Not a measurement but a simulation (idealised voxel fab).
process module | voxel self aligned contacts
cross-section cut | 215 nm wide | cells 5 nm
A cross-section is a grid of square cells, given in bands from the top down. A band is one or more rows of cells.
Each band's line starts with the height of the band's top and of its bottom, in nm. Then come its materials from left to right, each with its width in nm. One material with "throughout" fills the band from edge to edge. "air" is empty space.
Height 0 is the level under which the wafer as received is all one material. The lowest band goes on downwards, as in "0 down".
A width such as "30 to 40" changes by the same amount from each row of cells to the next, from the band's top row to its bottom row.
"no change" after a step means that no cell of the cross-section changed.
closed voids: empty space of 8 cells or more with no open way to the top, each as width x height at its distance from the left edge, in nm
after a step's settings: what the simulator itself notes on the step
overlay nm, on a step with a mask: how far to the right of its planned place the mask lay; to the left if negative
plan
1 op RECEIVE | material Si
2 op OXIDIZE | depth nm 5
3 op DIRECTIONAL_DEP | material polySi | thk nm 20
4 op DIRECTIONAL_DEP | material SiN | thk nm 20
5 op MASKED_ETCH | tone cover | mask id GATE | width nm 30 | pitch nm 55 | etch materials SiN | depth nm 20 | overlay nm 0
6 op MASKED_ETCH | tone cover | mask id GATE | width nm 30 | pitch nm 55 | etch materials polySi | depth nm 20 | overlay nm 0
7 op CONFORMAL_DEP | material SiN | thk nm 5
8 op DIRECTIONAL_ETCH | etch materials SiN | depth nm 5
9 op FILL_DEP | material SiO2 | thk nm 15
10 op CMP | height nm 50
11 op MASKED_ETCH | tone open | mask id CONTACT | width nm 35 | etch materials SiO2 | depth nm 55 | overlay nm 0
12 op CONFORMAL_DEP | material TiN | thk nm 5
13 op FILL_DEP | material Ru | thk nm 10
14 op CMP | height nm 50
15 op CONFORMAL_DEP | material SiCN | thk nm 5
as received, after step 1
  0 down: Si throughout
  closed voids: none
first wafer at the end, as planned
  55 to 50: SiCN throughout
  50 to 40: SiO2 90 | TiN 5 to 15 | Ru 25 to 5 | TiN 5 to 15 | SiO2 90
  40 to 20: SiO2 60 | SiN 40 | TiN 5 | Ru 5 | TiN 5 | SiN 40 | SiO2 60
  20 to 0: SiO2 60 | SiN 5 | polySi 30 | SiN 5 | TiN 5 | Ru 5 | TiN 5 | SiN 5 | polySi 30 | SiN 5 | SiO2 60
  0 to -5: SiO2 100 | TiN 15 | SiO2 100
  -5 down: Si throughout
  closed voids: none
second wafer at the end: like start, like plan, one mistake
  55 to 50: SiCN throughout
  50 to 40: SiO2 95 | TiN 5 to 10 | Ru 20 to 5 | TiN 5 to 15 | SiO2 90
  40 to 20: SiO2 60 | SiN 40 | TiN 5 | Ru 5 | TiN 5 | SiN 40 | SiO2 60
  20 to 0: SiO2 60 | SiN 5 | polySi 30 | SiN 5 | TiN 5 | Ru 5 | TiN 5 | SiN 5 | polySi 30 | SiN 5 | SiO2 60
  0 to -5: SiO2 100 | TiN 15 | SiO2 100
  -5 down: Si throughout
  closed voids: none
what went wrong: step 11 ran as: op MASKED_ETCH | tone open | mask id CONTACT | width nm 30 | etch materials SiO2 | depth nm 55 | overlay nm 0
at the end the second wafer has, in cells: 1 fewer of Ru | 2 more of SiO2 | 1 fewer of TiN
